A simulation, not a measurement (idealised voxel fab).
voxel self aligned contacts: a process module
FYI the section here is cut, 170 nm wide, cells are 5 nm squares.
We lay out every cross-section as a grid of square cells and spell it out in bands from the top down, where one band means one or more rows of cells.
In this notation a band is specified by the heights of its top and bottom, in that order and in nm, after which its materials appear from left to right, each paired with its width in nm. The word "everywhere" attached to a single material means that material fills the band from edge to edge; the word "empty" stands for empty space.
Note: height 0 marks the level under which the wafer is uniformly one material as received. Lowest band unbounded below, written "z 0 and below".
A width such as "30 to 40" changes by the same amount from each row of cells to the next, from the band's top row to its bottom row.
You'll sometimes find "identical to before" written for a step, and that's the way of saying that nowhere in the cross-section did a cell change during that step.
"Completely enclosed voids" - sealed voids, min. 8 cells, no opening to top; format: width x height at distance (distance from left edge; nm throughout).
Step line, after settings: the simulator's comment on this step.
When a step includes a mask, the "overlay nm" setting on its line states how far to the right of its planned place that mask lay, and negative values state how far to the left.
The planned process steps are enumerated hereunder
- 1: RECEIVE, material Si
- 2: OXIDIZE, depth nm 5
- 3: DIRECTIONAL_DEP, material polySi, thk nm 20
- 4: DIRECTIONAL_DEP, material SiN, thk nm 15
- 5: DIRECTIONAL_DEP, material aC, thk nm 10
- 6: PATTERN, tone cover, mask id GATE, material resist, width nm 35, pitch nm 65, thk nm 25, overlay nm 0
- 7: DIRECTIONAL_ETCH, etch materials aC, depth nm 10
- 8: STRIP, etch materials resist
- 9: DIRECTIONAL_ETCH, etch materials SiN, depth nm 15
- 10: DIRECTIONAL_ETCH, etch materials polySi, depth nm 20
- 11: STRIP, etch materials aC
- 12: CONFORMAL_DEP, material SiN, thk nm 5
- 13: DIRECTIONAL_ETCH, etch materials SiN, depth nm 5
- 14: FILL_DEP, material SiO2, thk nm 15
- 15: CMP, height nm 40
- 16: DIRECTIONAL_DEP, material aC, thk nm 15
- 17: PATTERN, tone open, mask id CONTACT, material resist, width nm 50, thk nm 30, overlay nm 0
- 18: DIRECTIONAL_ETCH, etch materials aC, depth nm 15
- 19: STRIP, etch materials resist
- 20: DIRECTIONAL_ETCH, etch materials SiO2, depth nm 45
- 21: STRIP, etch materials aC
- 22: CONFORMAL_DEP, material TiN, thk nm 5
- 23: FILL_DEP, material W, thk nm 10
- 24: CMP, height nm 40
- 25: CONFORMAL_DEP, material SiCN, thk nm 5
Cross-section of the wafer at receipt, which is the condition after step 1
- z 0 and below | Si everywhere
- Completely enclosed voids: none
Final cross-section, module run with one mistake (start and plan as above)
- z 45 to 40 | SiCN everywhere
- z 40 to 35 | polySi everywhere
- z 35 to 20 | polySi 30 nm, SiN 45 nm, polySi 20 nm, SiN 45 nm, polySi 30 nm
- z 20 to 0 | polySi 30 nm, SiN 5 nm, polySi 35 nm, SiN 5 nm, polySi 20 nm, SiN 5 nm, polySi 35 nm, SiN 5 nm, polySi 30 nm
- z 0 to -5 | SiO2 everywhere
- z -5 and below | Si everywhere
- Completely enclosed voids: none
Which mistake was made when the wafer was run? contrary to plan, step 14 was performed as FILL_DEP, material polySi, thk nm 15
